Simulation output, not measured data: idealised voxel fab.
You're looking at the process module voxel self aligned vias.
The cross-section on display is named cut; it measures 225 nm wide, and its cells are 5 nm squares.
Cross-section format: a grid of square cells, given as bands from top to bottom; each band is one or more rows of cells.
Band: top height; bottom height; in nm. Then, left to right: material with width in nm, for each material. "edge to edge": a single material spanning edge to edge. "blank": empty space.
Basically, 0 is our baseline, since under it the wafer straight out of the box is all one material. The bottom band has no lower end and keeps on going down, so it looks like "0 nm and below".
Width spec "30->40" -> top row of cells at first value, bottom row at second value, equal per-row change in between.
Step marked "no modification"? Then no cell in the cross-section changed in it.
"Voids, enclosed": sealed empty spaces, 8 cells or more, no open way to top, listed width x height at distance, with distance from the left edge and width, height and distance in nm.
Step line, after settings: the simulator's comment on this step.
overlay nm: mask offset rightward from planned place, masked step; negative means leftward offset.

[The process steps that were planned are listed below]
1. RECEIVE, material Si
2. CONFORMAL_DEP, material SiO2, thk nm 10
3. CONFORMAL_DEP, material SiCN, thk nm 5
4. DIRECTIONAL_DEP, material lowk, thk nm 20
5. PATTERN, tone open, mask id LINES, material resist, width nm 20, pitch nm 60, thk nm 15, overlay nm 0
6. DIRECTIONAL_ETCH, etch materials lowk, depth nm 20
7. STRIP, etch materials resist
8. CONFORMAL_DEP, material TiN, thk nm 5
9. FILL_DEP, material W, thk nm 5
10. CMP, height nm 35
11. SELECTIVE_ETCH, etch materials W Ru TiN, depth nm 5
12. FILL_DEP, material SiN, thk nm 10
13. CMP, height nm 35
14. DIRECTIONAL_DEP, material lowk, thk nm 15
15. DIRECTIONAL_DEP, material aC, thk nm 15
16. PATTERN, tone open, mask id VIAS, material resist, width nm 30, pitch nm 60, thk nm 30, overlay nm 0
17. DIRECTIONAL_ETCH, etch materials aC, depth nm 15
18. STRIP, etch materials resist
19. DIRECTIONAL_ETCH, etch materials lowk, depth nm 15
20. DIRECTIONAL_ETCH, etch materials SiN, depth nm 5
21. STRIP, etch materials aC
22. CONFORMAL_DEP, material TiN, thk nm 5
23. FILL_DEP, material Cu, thk nm 5
24. CMP, height nm 50
25. CONFORMAL_DEP, material SiN, thk nm 5
All wafers enter the flow in the same state. The width nm at step 16 differs from wafer to wafer, and the plan gives the value for the first wafer.

[The first of several wafers as received, shown in cross-section; this is its state after step 1]
* 0 nm and below | Si edge to edge
* Voids, enclosed: none

[Note: the following table is arranged by wafer, a row apiece. Each row reports the end-of-module state: per material, cells gained (+) or cells lost (-) compared with the wafer as received; closed voids follow]
width nm 30 | +20 Cu | +45 SiCN | +45 SiN | +90 SiO2 | +40 TiN | +8 W | +247 lowk | Voids, enclosed: none
width nm 35 | +24 Cu | +45 SiCN | +45 SiN | +90 SiO2 | +42 TiN | +8 W | +241 lowk | Voids, enclosed: none
width nm 40 | +28 Cu | +45 SiCN | +45 SiN | +90 SiO2 | +44 TiN | +8 W | +235 lowk | Voids, enclosed: none
width nm 45 | +32 Cu | +45 SiCN | +45 SiN | +90 SiO2 | +46 TiN | +8 W | +229 lowk | Voids, enclosed: none
